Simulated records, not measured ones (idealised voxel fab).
process module | voxel wiring stack
cross-section cut | 205 nm wide | cells 5 nm
A cross-section is a grid of square cells, given in bands from the top down. A band is one or more rows of cells.
Each band's line starts with the height of the band's top and of its bottom, in nm. Then come its materials from left to right, each with its width in nm. One material with "throughout" fills the band from edge to edge. "air" is empty space.
Height 0 is the level under which the wafer as received is all one material. The lowest band goes on downwards, as in "0 down".
A width such as "30 to 40" changes by the same amount from each row of cells to the next, from the band's top row to its bottom row.
"no change" after a step means that no cell of the cross-section changed.
closed voids: empty space of 8 cells or more with no open way to the top, each as width x height at its distance from the left edge, in nm
after a step's settings: what the simulator itself notes on the step
overlay nm, on a step with a mask: how far to the right of its planned place the mask lay; to the left if negative
plan
1 op RECEIVE | material Si
2 op CONFORMAL_DEP | material SiO2 | thk nm 15
3 op CONFORMAL_DEP | material SiCN | thk nm 5
4 op DIRECTIONAL_DEP | material lowk | thk nm 25
5 op DIRECTIONAL_DEP | material aC | thk nm 10
6 op PATTERN | tone open | mask id METAL_1 | material resist | width nm 25 | pitch nm 50 | thk nm 30 | overlay nm 0
7 op DIRECTIONAL_ETCH | etch materials aC | depth nm 10
8 op STRIP | etch materials resist
9 op DIRECTIONAL_ETCH | etch materials lowk | depth nm 25
10 op DIRECTIONAL_ETCH | etch materials SiCN | depth nm 5
11 op STRIP | etch materials aC
12 op CONFORMAL_DEP | material TiN | thk nm 5
13 op FILL_DEP | material Cu | thk nm 10
14 op CMP | height nm 45
15 op CONFORMAL_DEP | material SiCN | thk nm 5
16 op DIRECTIONAL_DEP | material lowk | thk nm 15
17 op DIRECTIONAL_DEP | material aC | thk nm 15
18 op PATTERN | tone open | mask id PLUG_1 | material resist | width nm 15 | pitch nm 50 | thk nm 30 | overlay nm 0
19 op DIRECTIONAL_ETCH | etch materials aC | depth nm 15
20 op STRIP | etch materials resist
21 op DIRECTIONAL_ETCH | etch materials lowk | depth nm 15
22 op DIRECTIONAL_ETCH | etch materials SiCN | depth nm 5
23 op STRIP | etch materials aC
24 op CONFORMAL_DEP | material TiN | thk nm 5
25 op FILL_DEP | material Ru | thk nm 5
26 op CMP | height nm 65
27 op DIRECTIONAL_DEP | material TiN | thk nm 5
28 op DIRECTIONAL_DEP | material W | thk nm 20
29 op MASKED_ETCH | tone cover | mask id METAL_2 | width nm 25 | pitch nm 50 | etch materials W | depth nm 20 | overlay nm 0
30 op MASKED_ETCH | tone cover | mask id METAL_2 | width nm 25 | pitch nm 50 | etch materials TiN | depth nm 5 | overlay nm 0
31 op FILL_DEP | material SiO2 | thk nm 5
32 op CMP | height nm 90
33 op CONFORMAL_DEP | material SiN | thk nm 5
as received, after step 1
  0 down: Si throughout
  closed voids: none
a wafer at the end: this start, this plan, one mistake
  95 to 90: SiN throughout
  90 to 70: SiO2 40 | W 25 | SiO2 25 | W 25 | SiO2 25 | W 25 | SiO2 40
  70 to 65: SiO2 40 | TiN 25 | SiO2 25 | TiN 25 | SiO2 25 | TiN 25 | SiO2 40
  65 to 50: lowk 40 | TiN 5 | Ru 5 | TiN 5 | lowk 35 | TiN 5 | Ru 5 | TiN 5 | lowk 35 | TiN 5 | Ru 5 | TiN 5 | lowk 50
  50 to 45: SiCN 40 | TiN 15 | SiCN 35 | TiN 15 | SiCN 35 | TiN 15 | SiCN 50
  45 to 35: lowk 40 | TiN 5 | Cu 15 | TiN 5 | lowk 25 | TiN 5 | Cu 15 | TiN 5 | lowk 25 | TiN 5 | Cu 15 | TiN 5 | lowk 40
  35 to 30: SiCN 40 | TiN 25 | SiCN 25 | TiN 25 | SiCN 25 | TiN 25 | SiCN 40
  30 to 0: SiO2 throughout
  0 down: Si throughout
  closed voids: none
what went wrong: step 2 was run twice
